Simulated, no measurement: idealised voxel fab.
process module | voxel lift off
cross-section cut | 295 nm wide | cells 5 nm
A cross-section is a grid of square cells, given in bands from the top down. A band is one or more rows of cells.
Each band's line starts with the height of the band's top and of its bottom, in nm. Then come its materials from left to right, each with its width in nm. One material with "throughout" fills the band from edge to edge. "air" is empty space.
Height 0 is the level under which the wafer as received is all one material. The lowest band goes on downwards, as in "0 down".
A width such as "30 to 40" changes by the same amount from each row of cells to the next, from the band's top row to its bottom row.
"no change" after a step means that no cell of the cross-section changed.
closed voids: empty space of 8 cells or more with no open way to the top, each as width x height at its distance from the left edge, in nm
after a step's settings: what the simulator itself notes on the step
overlay nm, on a step with a mask: how far to the right of its planned place the mask lay; to the left if negative
plan
1 op RECEIVE | material Si
2 op CONFORMAL_DEP | material SiO2 | thk nm 15
3 op PATTERN | tone open | mask id LINES | material resist | width nm 20 | pitch nm 40 | thk nm 15 | overlay nm 0
4 op DIRECTIONAL_DEP | material Ru | thk nm 5
5 op STRIP | etch materials resist
6 op CONFORMAL_DEP | material SiCN | thk nm 5
varied across the wafers: thk nm of step 6. The plan shows the first wafer's value. All wafers start alike
first wafer as received, after step 1
  0 down: Si throughout
  closed voids: none
each wafer at the end: cells of each material gained (+) or lost (-) since it was received, then its closed voids
thk nm 5 | +8 Ru | +63 SiCN | +177 SiO2 | closed voids: none
thk nm 10 | +8 Ru | +126 SiCN | +177 SiO2 | closed voids: none
thk nm 15 | +8 Ru | +187 SiCN | +177 SiO2 | closed voids: none
thk nm 20 | +8 Ru | +248 SiCN | +177 SiO2 | closed voids: none
